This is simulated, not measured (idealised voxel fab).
The following is a process module called voxel transistor to metal.
cross-section cut | 200 nm wide | cells 5 nm
How to read a cross-section here: the picture is a grid of square cells, written as bands going from the top down, and any band can span one or more rows of cells. The entry gives the band's vertical extent as a top height and a bottom height in nm, then its horizontal make-up as materials from left to right, each with a width in nm. "air" stands for empty space; a single material marked "all across" fills the band edge to edge. Height reference: 0 = level under which incoming wafer is all one material. Lowest band: no bottom, runs on downward, e.g. "0..down". Per-row width for "30..40": begins at first number (top row of band), ends at second number (bottom row), increment between rows held constant. When a step is marked "all unchanged", none of the cells in the cross-section changed during that step. The entry "Unvented voids" lists the empty spaces that cover at least 8 cells and have no open path to the top. Each is written as width x height at distance, where the distance is measured from the left edge and all three values are in nm. Step line, after settings: the simulator's comment on this step. overlay nm: how far to the right of its planned place the mask lay on this masked step (negative: to the left).
-- Steps in the process plan
- 1: RECEIVE [material Si]
- 2: OXIDIZE [depth nm 5]
- 3: CONFORMAL_DEP [material SiN] [thk nm 15]
- 4: MASKED_ETCH [tone cover] [mask id ACTIVE] [width nm 110] [etch materials SiN] [depth nm 15] [overlay nm 0]
- 5: MASKED_ETCH [tone cover] [mask id ACTIVE] [width nm 110] [etch materials SiO2] [depth nm 5] [overlay nm 0]
- 6: MASKED_ETCH [tone cover] [mask id ACTIVE] [width nm 110] [etch materials Si] [depth nm 25] [overlay nm 0]
- 7: FILL_DEP [material SiO2] [thk nm 5]
- 8: CMP [height nm 15]
- 9: SELECTIVE_ETCH [etch materials SiO2] [depth nm 10]
- 10: STRIP [etch materials SiN]
- 11: SELECTIVE_ETCH [etch materials SiO2] [depth nm 5]
- 12: OXIDIZE [depth nm 5]
- 13: DIRECTIONAL_DEP [material polySi] [thk nm 20]
- 14: DIRECTIONAL_DEP [material SiCN] [thk nm 15]
- 15: MASKED_ETCH [tone cover] [mask id GATE] [width nm 30] [etch materials SiCN] [depth nm 25] [overlay nm 0]
- 16: MASKED_ETCH [tone cover] [mask id GATE] [width nm 30] [etch materials polySi] [depth nm 30] [overlay nm 0]
- 17: CONFORMAL_DEP [material SiN] [thk nm 10]
- 18: DIRECTIONAL_ETCH [etch materials SiN] [depth nm 10]
- 19: DIRECTIONAL_ETCH [etch materials SiO2] [depth nm 5]
- 20: DIRECTIONAL_ETCH [etch materials Si] [depth nm 10]
- 21: EPI [material SiGe] [thk nm 10]
- 22: FILL_DEP [material SiO2] [thk nm 10]
- 23: CMP [height nm 15]
- 24: STRIP [etch materials polySi]
- 25: SELECTIVE_ETCH [etch materials SiO2] [depth nm 5]
- 26: CONFORMAL_DEP [material HfO2] [thk nm 5]
- 27: CONFORMAL_DEP [material TiN] [thk nm 5]
- 28: FILL_DEP [material W] [thk nm 10]
- 29: CMP [height nm 10]
- 30: DIRECTIONAL_DEP [material SiO2] [thk nm 15]
- 31: MASKED_ETCH [tone open] [mask id CONTACT] [width nm 20] [pitch nm 80] [etch materials SiO2] [depth nm 35] [overlay nm 0]
- 32: CONFORMAL_DEP [material TiN] [thk nm 5]
- 33: FILL_DEP [material W] [thk nm 5]
- 34: CMP [height nm 25]
- 35: DIRECTIONAL_DEP [material TiN] [thk nm 5]
- 36: DIRECTIONAL_DEP [material W] [thk nm 20]
- 37: DIRECTIONAL_DEP [material aC] [thk nm 10]
- 38: PATTERN [tone cover] [mask id METAL_1] [material resist] [width nm 20] [pitch nm 80] [thk nm 25] [overlay nm 0]
- 39: DIRECTIONAL_ETCH [etch materials aC] [depth nm 10]
- 40: STRIP [etch materials resist]
- 41: DIRECTIONAL_ETCH [etch materials W] [depth nm 10]
- 42: DIRECTIONAL_ETCH [etch materials TiN] [depth nm 5]
- 43: STRIP [etch materials aC]
- 44: CONFORMAL_DEP [material SiN] [thk nm 5]
- 45: FILL_DEP [material SiO2] [thk nm 10]
- 46: CMP [height nm 50]
- 47: CONFORMAL_DEP [material SiN] [thk nm 5]
Among the wafers covered here, the point of difference is the depth nm at step 41; their starting state is shared, and the plan presents the value of the first wafer.
-- Cut through the first of several wafers as received, post step 1
    0..down: Si all across
    Unvented voids: none
-- Below: a row per wafer. Contents at end of module: for every material, cells gained since receipt (+) or lost since receipt (-); then closed voids
depth nm 10; +14 HfO2; -172 Si; +36 SiGe; +92 SiN; +278 SiO2; +76 TiN; +116 W; Unvented voids: none
depth nm 15; +14 HfO2; -172 Si; +36 SiGe; +96 SiN; +306 SiO2; +76 TiN; +84 W; Unvented voids: none
depth nm 20; +14 HfO2; -172 Si; +36 SiGe; +104 SiN; +362 SiO2; +44 TiN; +52 W; Unvented voids: none
depth nm 25; +14 HfO2; -172 Si; +36 SiGe; +104 SiN; +362 SiO2; +44 TiN; +52 W; Unvented voids: none
depth nm 30; +14 HfO2; -172 Si; +36 SiGe; +104 SiN; +362 SiO2; +44 TiN; +52 W; Unvented voids: none
depth nm 35; +14 HfO2; -172 Si; +36 SiGe; +104 SiN; +362 SiO2; +44 TiN; +52 W; Unvented voids: none
